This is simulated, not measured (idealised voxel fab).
Documented hereafter: the process module known as voxel trench capacitor.
We display cut, a cross-section 245 nm in width whose square cells are each 5 nm.
Each cross-section below is a grid of square cells, stated as bands in top-down order, with one or more rows of cells making up each band.
This entry defines a band. It first specifies the height of the band's top and the height of its bottom in nm, and then specifies the band's materials from left to right, stating each material with its width in nm. The word "edge to edge" identifies a single material that fills the band from edge to edge, while the word "empty" identifies empty space.
Heights from 0 (as-received wafer is one material below). Bottom band endless downward, as "0 nm and below".
When a width is written as two numbers, as in "30 to 40", the first number is the width in the top row of cells of the band and the second is the width in its bottom row, and the width changes by the same amount from each row to the next.
A step reported as "all unchanged" is a step in which no cell of the cross-section changed.
Basically, "Enclosed empty spaces" tells you about the enclosed voids: empty spaces with no open way to the top, 8 cells or bigger, each written width x height at distance, where distance is from the left edge, all in nm.
Post-settings text on a step line: simulator's own remark regarding the step.
Regarding "overlay nm": on a step with a mask, it is the distance the mask lay to the right of its planned place; a negative value places it to the left.
[List of planned process steps]
1,RECEIVE,material Si
2,CONFORMAL_DEP,material SiN,thk nm 5
3,DIRECTIONAL_DEP,material aC,thk nm 10
4,PATTERN,tone open,mask id TRENCH,material resist,width nm 25,pitch nm 40,thk nm 25,overlay nm 0
5,DIRECTIONAL_ETCH,etch materials aC,depth nm 10
6,STRIP,etch materials resist
7,DIRECTIONAL_ETCH,etch materials SiN,depth nm 5
8,DIRECTIONAL_ETCH,etch materials Si,depth nm 30
9,STRIP,etch materials aC
10,CONFORMAL_DEP,material HfO2,thk nm 5
11,CONFORMAL_DEP,material TiN,thk nm 5
12,FILL_DEP,material W,thk nm 5
13,CMP,height nm -5
Across this set of wafers, the varied parameter is the height nm of step 13. Starting conditions are identical for every wafer, and the plan reports the value assigned to the first wafer.
[First of several wafers, received after step 1, in cross-section]
  0 nm and below = Si edge to edge
  Enclosed empty spaces: none
[First of several wafers: cross-section at the end of the module, after step 13, its last step]
  -5 nm to -20 nm = 70 Si  5 HfO2  5 TiN  5 W  5 TiN  5 HfO2  15 Si  5 HfO2  5 TiN  5 W  5 TiN  5 HfO2  15 Si  5 HfO2  5 TiN  5 W  5 TiN  5 HfO2  70 Si
  -20 nm to -25 nm = 70 Si  5 HfO2  15 TiN  5 HfO2  15 Si  5 HfO2  15 TiN  5 HfO2  15 Si  5 HfO2  15 TiN  5 HfO2  70 Si
  -25 nm to -30 nm = 70 Si  25 HfO2  15 Si  25 HfO2  15 Si  25 HfO2  70 Si
  -30 nm and below = Si edge to edge
  Enclosed empty spaces: none
[last wafer at the end]
  20 nm to 15 nm = W edge to edge
  15 nm to 10 nm = 80 TiN  5 W  35 TiN  5 W  35 TiN  5 W  80 TiN
  10 nm to 5 nm = 75 HfO2  5 TiN  5 W  5 TiN  25 HfO2  5 TiN  5 W  5 TiN  25 HfO2  5 TiN  5 W  5 TiN  75 HfO2
  5 nm to 0 nm = 70 SiN  5 HfO2  5 TiN  5 W  5 TiN  5 HfO2  15 SiN  5 HfO2  5 TiN  5 W  5 TiN  5 HfO2  15 SiN  5 HfO2  5 TiN  5 W  5 TiN  5 HfO2  70 SiN
  0 nm to -20 nm = 70 Si  5 HfO2  5 TiN  5 W  5 TiN  5 HfO2  15 Si  5 HfO2  5 TiN  5 W  5 TiN  5 HfO2  15 Si  5 HfO2  5 TiN  5 W  5 TiN  5 HfO2  70 Si
  -20 nm to -25 nm = 70 Si  5 HfO2  15 TiN  5 HfO2  15 Si  5 HfO2  15 TiN  5 HfO2  15 Si  5 HfO2  15 TiN  5 HfO2  70 Si
  -25 nm to -30 nm = 70 Si  25 HfO2  15 Si  25 HfO2  15 Si  25 HfO2  70 Si
  -30 nm and below = Si edge to edge
  Enclosed empty spaces: none
[Tabulated below, wafer by wafer, are the end-of-module results: for each material, the number of cells gained (+) or lost (-) relative to the as-received state, followed by the closed voids]
height nm -5 | +39 HfO2 | -124 Si | +27 TiN | +9 W | Enclosed empty spaces: none
height nm 0 | +45 HfO2 | -90 Si | +33 TiN | +12 W | Enclosed empty spaces: none
height nm 5 | +51 HfO2 | -90 Si | +34 SiN | +39 TiN | +15 W | Enclosed empty spaces: none
height nm 10 | +91 HfO2 | -90 Si | +34 SiN | +45 TiN | +18 W | Enclosed empty spaces: none
height nm 15 | +91 HfO2 | -90 Si | +34 SiN | +91 TiN | +21 W | Enclosed empty spaces: none
height nm 20 | +91 HfO2 | -90 Si | +34 SiN | +91 TiN | +70 W | Enclosed empty spaces: none
